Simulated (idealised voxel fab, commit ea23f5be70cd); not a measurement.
The following process module bears the name voxel spacer lines.
The figure presents cross-section cut, which has a width of 220 nm and is divided into square cells with an edge length of 5 nm.
Reading order for cross-sections: top band down to bottom band. Underlying form: a grid of square cells. Band size: one or more rows of cells.
Heights first: top, then bottom, in nm. Then materials, left to right, each with a width in nm. "all across" on a single material: fills the band edge to edge. "empty": empty space.
Where do heights start? At 0: under that level the wafer as delivered is made of one material only. And the lowest band has no floor; it just carries on downward, as in "0 -> down".
With a width like "30..40", each row of cells in the band differs from the next by the same amount, the top row carrying the first number and the bottom row the second.
"remained unchanged", as given for a step, is the statement that not any cell of the cross-section underwent a change during that step.
Empty spaces without an open route to the top, at least 8 cells in extent, make up the entry "Enclosed void listing"; each is given as width x height at distance, where the distance is measured from the left edge, and all are in nm.
Heads up: the bit after the settings on a step's line is the simulator's remark on that step.
overlay nm: mask offset rightward from planned place, masked step; negative means leftward offset.
[Here's what the planned process steps look like]
1,op RECEIVE | material Si
2,op CONFORMAL_DEP | material Al2O3 | thk nm 5
3,op DIRECTIONAL_DEP | material TiN | thk nm 15
4,op DIRECTIONAL_DEP | material aC | thk nm 25
5,op PATTERN | tone cover | mask id MANDREL | material resist | width nm 20 | pitch nm 70 | thk nm 35 | overlay nm 0
6,op DIRECTIONAL_ETCH | etch materials aC | depth nm 25
7,op STRIP | etch materials resist
8,op CONFORMAL_DEP | material SiO2 | thk nm 15
9,op DIRECTIONAL_ETCH | etch materials SiO2 | depth nm 15
10,op STRIP | etch materials aC
11,op DIRECTIONAL_ETCH | etch materials TiN | depth nm 15
12,op STRIP | etch materials SiO2
13,op FILL_DEP | material lowk | thk nm 10
14,op CMP | height nm 20
[The first wafer of two, processed as planned]
[Wafer cross-section on receipt, i.e. after step 1]
> 0 -> down | Si all across
> Enclosed void listing: none
[Cross-sectional representation of the wafer at the conclusion of step 2]
> 5 -> 0 | Al2O3 all across
> Lower than 0, everything is as it was.
[Cross-sectional representation of the wafer at the conclusion of step 3]
> 20 -> 5 | TiN all across
> Lower than 5, everything is as it was.
[Cross-sectional representation of the wafer at the conclusion of step 4]
> 45 -> 20 | aC all across
> Lower than 20, everything is as it was.
[Cross-sectional representation of the wafer at the conclusion of step 5]
> 80 -> 45 | 30 nm empty; 20 nm resist; 50 nm empty; 20 nm resist; 50 nm empty; 20 nm resist; 30 nm empty
> Lower than 45, everything is as it was.
[Cross-sectional representation of the wafer at the conclusion of step 6]
> 55 -> 45 | 30 nm empty; 20 nm resist; 50 nm empty; 20 nm resist; 50 nm empty; 20 nm resist; 30 nm empty
> 45 -> 20 | 30 nm empty; 20 nm aC; 50 nm empty; 20 nm aC; 50 nm empty; 20 nm aC; 30 nm empty
> Lower than 20, everything is as it was.
[Cross-sectional representation of the wafer at the conclusion of step 7]
> 45 -> 20 | 30 nm empty; 20 nm aC; 50 nm empty; 20 nm aC; 50 nm empty; 20 nm aC; 30 nm empty
> Lower than 20, everything is as it was.
[Cross-sectional representation of the wafer at the conclusion of step 8]
> 60 -> 45 | 15 nm empty; 50 nm SiO2; 20 nm empty; 50 nm SiO2; 20 nm empty; 50 nm SiO2; 15 nm empty
> 45 -> 35 | 15 nm empty; 15 nm SiO2; 20 nm aC; 15 nm SiO2; 20 nm empty; 15 nm SiO2; 20 nm aC; 15 nm SiO2; 20 nm empty; 15 nm SiO2; 20 nm aC; 15 nm SiO2; 15 nm empty
> 35 -> 20 | 30 nm SiO2; 20 nm aC; 50 nm SiO2; 20 nm aC; 50 nm SiO2; 20 nm aC; 30 nm SiO2
> Lower than 20, everything is as it was.
[Cross-sectional representation of the wafer at the conclusion of step 9]
> 45 -> 20 | 15 nm empty; 15 nm SiO2; 20 nm aC; 15 nm SiO2; 20 nm empty; 15 nm SiO2; 20 nm aC; 15 nm SiO2; 20 nm empty; 15 nm SiO2; 20 nm aC; 15 nm SiO2; 15 nm empty
> Lower than 20, everything is as it was.
[Cross-sectional representation of the wafer at the conclusion of step 10]
> 45 -> 20 | 15 nm empty; 15 nm SiO2; 20 nm empty; 15 nm SiO2; 20 nm empty; 15 nm SiO2; 20 nm empty; 15 nm SiO2; 20 nm empty; 15 nm SiO2; 20 nm empty; 15 nm SiO2; 15 nm empty
> Lower than 20, everything is as it was.
[Cross-sectional representation of the wafer at the conclusion of step 11]
> 45 -> 20 | 15 nm empty; 15 nm SiO2; 20 nm empty; 15 nm SiO2; 20 nm empty; 15 nm SiO2; 20 nm empty; 15 nm SiO2; 20 nm empty; 15 nm SiO2; 20 nm empty; 15 nm SiO2; 15 nm empty
> 20 -> 5 | 15 nm empty; 15 nm TiN; 20 nm empty; 15 nm TiN; 20 nm empty; 15 nm TiN; 20 nm empty; 15 nm TiN; 20 nm empty; 15 nm TiN; 20 nm empty; 15 nm TiN; 15 nm empty
> Lower than 5, everything is as it was.
[Cross-sectional representation of the wafer at the conclusion of step 12]
> 20 -> 5 | 15 nm empty; 15 nm TiN; 20 nm empty; 15 nm TiN; 20 nm empty; 15 nm TiN; 20 nm empty; 15 nm TiN; 20 nm empty; 15 nm TiN; 20 nm empty; 15 nm TiN; 15 nm empty
> Lower than 5, everything is as it was.
[Cross-sectional representation of the wafer at the conclusion of step 13]
> 30 -> 20 | lowk all across
> 20 -> 5 | 15 nm lowk; 15 nm TiN; 20 nm lowk; 15 nm TiN; 20 nm lowk; 15 nm TiN; 20 nm lowk; 15 nm TiN; 20 nm lowk; 15 nm TiN; 20 nm lowk; 15 nm TiN; 15 nm lowk
> Lower than 5, everything is as it was.
[Cross-sectional representation of the wafer at the conclusion of step 14]
> 20 -> 5 | 15 nm lowk; 15 nm TiN; 20 nm lowk; 15 nm TiN; 20 nm lowk; 15 nm TiN; 20 nm lowk; 15 nm TiN; 20 nm lowk; 15 nm TiN; 20 nm lowk; 15 nm TiN; 15 nm lowk
> Lower than 5, everything is as it was.
[The second wafer: identical to the first at the outset and in its planned sequence, differing only in that one mistake was made during processing; up to and including step 6, its path is the first wafer's path]
[What the second wafer looks like in cross-section when step 7 should have wrapped up]
> 45 -> 20 | 30 nm empty; 20 nm aC; 50 nm empty; 20 nm aC; 50 nm empty; 20 nm aC; 30 nm empty
> Lower than 20, everything is as it was.
[What the second wafer looks like in cross-section when step 8 should have wrapped up]
> 60 -> 45 | 15 nm empty; 50 nm SiO2; 20 nm empty; 50 nm SiO2; 20 nm empty; 50 nm SiO2; 15 nm empty
> 45 -> 35 | 15 nm empty; 15 nm SiO2; 20 nm aC; 15 nm SiO2; 20 nm empty; 15 nm SiO2; 20 nm aC; 15 nm SiO2; 20 nm empty; 15 nm SiO2; 20 nm aC; 15 nm SiO2; 15 nm empty
> 35 -> 20 | 30 nm SiO2; 20 nm aC; 50 nm SiO2; 20 nm aC; 50 nm SiO2; 20 nm aC; 30 nm SiO2
> Lower than 20, everything is as it was.
[What the second wafer looks like in cross-section when step 9 should have wrapped up]
> 45 -> 20 | 15 nm empty; 15 nm SiO2; 20 nm aC; 15 nm SiO2; 20 nm empty; 15 nm SiO2; 20 nm aC; 15 nm SiO2; 20 nm empty; 15 nm SiO2; 20 nm aC; 15 nm SiO2; 15 nm empty
> Lower than 20, everything is as it was.
[What the second wafer looks like in cross-section when step 10 should have wrapped up]
> 45 -> 20 | 15 nm empty; 15 nm SiO2; 20 nm empty; 15 nm SiO2; 20 nm empty; 15 nm SiO2; 20 nm empty; 15 nm SiO2; 20 nm empty; 15 nm SiO2; 20 nm empty; 15 nm SiO2; 15 nm empty
> Lower than 20, everything is as it was.
[What the second wafer looks like in cross-section when step 11 should have wrapped up]
> 45 -> 20 | 15 nm empty; 15 nm SiO2; 20 nm empty; 15 nm SiO2; 20 nm empty; 15 nm SiO2; 20 nm empty; 15 nm SiO2; 20 nm empty; 15 nm SiO2; 20 nm empty; 15 nm SiO2; 15 nm empty
> 20 -> 5 | 15 nm empty; 15 nm TiN; 20 nm empty; 15 nm TiN; 20 nm empty; 15 nm TiN; 20 nm empty; 15 nm TiN; 20 nm empty; 15 nm TiN; 20 nm empty; 15 nm TiN; 15 nm empty
> Lower than 5, everything is as it was.
[What the second wafer looks like in cross-section when step 12 should have wrapped up]
> 20 -> 5 | 15 nm empty; 15 nm TiN; 20 nm empty; 15 nm TiN; 20 nm empty; 15 nm TiN; 20 nm empty; 15 nm TiN; 20 nm empty; 15 nm TiN; 20 nm empty; 15 nm TiN; 15 nm empty
> Lower than 5, everything is as it was.
[What the second wafer looks like in cross-section when step 13 should have wrapped up]
> 30 -> 20 | lowk all across
> 20 -> 5 | 15 nm lowk; 15 nm TiN; 20 nm lowk; 15 nm TiN; 20 nm lowk; 15 nm TiN; 20 nm lowk; 15 nm TiN; 20 nm lowk; 15 nm TiN; 20 nm lowk; 15 nm TiN; 15 nm lowk
> Lower than 5, everything is as it was.
[What the second wafer looks like in cross-section when step 14 should have wrapped up]
> 20 -> 5 | 15 nm lowk; 15 nm TiN; 20 nm lowk; 15 nm TiN; 20 nm lowk; 15 nm TiN; 20 nm lowk; 15 nm TiN; 20 nm lowk; 15 nm TiN; 20 nm lowk; 15 nm TiN; 15 nm lowk
> Lower than 5, everything is as it was.
Finding, execution versus plan: heads up, step 7 of the plan got done twice
at the end the two cross-sections are the same: no effect in what this model computes
